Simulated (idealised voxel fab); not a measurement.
Module name: voxel transistor to metal (process module)
Cross-sectional view cut (width: 185 nm; square cell size: 5 nm).
Notation: cross-section as square-cell grid; stated in bands, top first, going down; one or more cell rows per band.
Band: top height; bottom height; in nm. Then, left to right: material with width in nm, for each material. "everywhere": a single material spanning edge to edge. "air": empty space.
It should be noted that heights are counted from 0, beneath which the wafer as supplied is of one material throughout, and that the lowest band possesses no lower boundary but continues downward, as written in "0 -> down".
Width "30->40": first value at the band's top row of cells, second value at its bottom row, equal change from row to row.
Where a step carries "remained unchanged", the cross-section came out of it unchanged, cell for cell.
Enclosed voids (no open way to top), threshold 8 cells or more, entry "Sealed-off cavities", notation width x height at distance, distance from left edge, nm.
On a step's line, text after the settings is the simulator commenting on that step.
"overlay nm", when on a step's line for a step with a mask, measures how far to the right of its planned place the mask lay; a negative measure means to the left.

### Planned process steps
- 1: RECEIVE | material Si
- 2: CONFORMAL_DEP | material SiO2 | thk nm 5
- 3: CONFORMAL_DEP | material SiN | thk nm 10
- 4: PATTERN | tone cover | mask id ACTIVE | material resist | width nm 95 | thk nm 20 | overlay nm 0
- 5: DIRECTIONAL_ETCH | etch materials SiN | depth nm 10
- 6: DIRECTIONAL_ETCH | etch materials SiO2 | depth nm 5
- 7: DIRECTIONAL_ETCH | etch materials Si | depth nm 35
- 8: STRIP | etch materials resist
- 9: FILL_DEP | material SiO2 | thk nm 5
- 10: CMP | height nm 15
- 11: SELECTIVE_ETCH | etch materials SiO2 | depth nm 10
- 12: STRIP | etch materials SiN
- 13: SELECTIVE_ETCH | etch materials SiO2 | depth nm 5
- 14: OXIDIZE | depth nm 5
- 15: DIRECTIONAL_DEP | material polySi | thk nm 25
- 16: DIRECTIONAL_DEP | material SiCN | thk nm 10
- 17: DIRECTIONAL_DEP | material aC | thk nm 10
- 18: PATTERN | tone cover | mask id GATE | material resist | width nm 25 | thk nm 30 | overlay nm 0
- 19: DIRECTIONAL_ETCH | etch materials aC | depth nm 10
- 20: STRIP | etch materials resist
- 21: DIRECTIONAL_ETCH | etch materials SiCN | depth nm 20
- 22: DIRECTIONAL_ETCH | etch materials polySi | depth nm 35
- 23: STRIP | etch materials aC
- 24: CONFORMAL_DEP | material SiN | thk nm 5
- 25: DIRECTIONAL_ETCH | etch materials SiN | depth nm 5
- 26: DIRECTIONAL_ETCH | etch materials SiO2 | depth nm 5
- 27: DIRECTIONAL_ETCH | etch materials Si | depth nm 10
- 28: EPI | material pSi | thk nm 10
- 29: FILL_DEP | material SiO2 | thk nm 10
- 30: CMP | height nm 25
- 31: STRIP | etch materials polySi
- 32: SELECTIVE_ETCH | etch materials SiO2 | depth nm 5
- 33: CONFORMAL_DEP | material HfO2 | thk nm 5
- 34: CONFORMAL_DEP | material TiN | thk nm 5
- 35: FILL_DEP | material W | thk nm 5
- 36: CMP | height nm 20
- 37: DIRECTIONAL_DEP | material SiO2 | thk nm 10
- 38: PATTERN | tone open | mask id CONTACT | material resist | width nm 15 | pitch nm 70 | thk nm 15 | overlay nm 0
- 39: DIRECTIONAL_ETCH | etch materials SiO2 | depth nm 35
- 40: STRIP | etch materials resist
- 41: CONFORMAL_DEP | material TiN | thk nm 5
- 42: FILL_DEP | material Ru | thk nm 5
- 43: CMP | height nm 30
- 44: CONFORMAL_DEP | material SiN | thk nm 5
- 45: DIRECTIONAL_DEP | material SiO2 | thk nm 15
- 46: PATTERN | tone open | mask id METAL_1 | material resist | width nm 15 | pitch nm 70 | thk nm 20 | overlay nm 0
- 47: DIRECTIONAL_ETCH | etch materials SiO2 | depth nm 15
- 48: DIRECTIONAL_ETCH | etch materials SiN | depth nm 5
- 49: STRIP | etch materials resist
- 50: CONFORMAL_DEP | material TiN | thk nm 5
- 51: FILL_DEP | material Cu | thk nm 5
- 52: CMP | height nm 50
- 53: EPI | material Ru | thk nm 5
- 54: FILL_DEP | material SiCN | thk nm 5
- 55: DIRECTIONAL_DEP | material lowk | thk nm 30
- 56: MASKED_ETCH | tone open | mask id METAL_2 | width nm 15 | pitch nm 70 | etch materials lowk | depth nm 20 | overlay nm 0
- 57: MASKED_ETCH | tone open | mask id METAL_2_HOLES | width nm 15 | pitch nm 70 | etch materials lowk | depth nm 10 | overlay nm 0
- 58: MASKED_ETCH | tone open | mask id METAL_2_HOLES | width nm 15 | pitch nm 70 | etch materials SiCN | depth nm 5 | overlay nm 0
- 59: CONFORMAL_DEP | material TiN | thk nm 5
- 60: FILL_DEP | material Cu | thk nm 5
- 61: CMP | height nm 90
- 62: CONFORMAL_DEP | material SiN | thk nm 5

### Delivered wafer in cross-section: state after step 1
0 -> down: Si everywhere
Sealed-off cavities: none

### Cross-section, end of module. Start: as above. Plan: as above. Execution: one mistake
95 -> 90: SiN everywhere
90 -> 60: lowk 50 / TiN 5 / Cu 5 / TiN 5 / lowk 55 / TiN 5 / Cu 5 / TiN 5 / lowk 50
60 -> 55: SiCN 50 / TiN 15 / SiCN 55 / TiN 15 / SiCN 50
55 -> 50: SiCN 45 / Ru 25 / SiCN 45 / Ru 25 / SiCN 45
50 -> 35: SiO2 50 / TiN 5 / Cu 5 / TiN 5 / SiO2 55 / TiN 5 / Cu 5 / TiN 5 / SiO2 50
35 -> 30: SiN 50 / TiN 15 / SiN 55 / TiN 15 / SiN 50
30 -> 20: SiO2 50 / TiN 5 / Ru 5 / TiN 5 / SiO2 55 / TiN 5 / Ru 5 / TiN 5 / SiO2 50
20 -> 5: SiO2 50 / TiN 5 / Ru 5 / TiN 5 / SiO2 10 / SiN 5 / TiN 5 / W 15 / TiN 5 / SiN 5 / SiO2 10 / TiN 5 / Ru 5 / TiN 5 / SiO2 50
5 -> 0: SiO2 50 / TiN 5 / Ru 5 / TiN 5 / pSi 10 / SiN 5 / TiN 5 / W 15 / TiN 5 / SiN 5 / pSi 10 / TiN 5 / Ru 5 / TiN 5 / SiO2 50
0 -> -5: SiO2 50 / TiN 15 / pSi 10 / TiN 35 / pSi 10 / TiN 15 / SiO2 50
-5 -> -15: SiO2 45 / pSi 30 / Si 35 / pSi 30 / SiO2 45
-15 -> -35: SiO2 45 / Si 95 / SiO2 45
-35 -> down: Si everywhere
Sealed-off cavities: none
Heads up, the wafer didn't run the way we planned it: step 33 of the plan was omitted and not executed
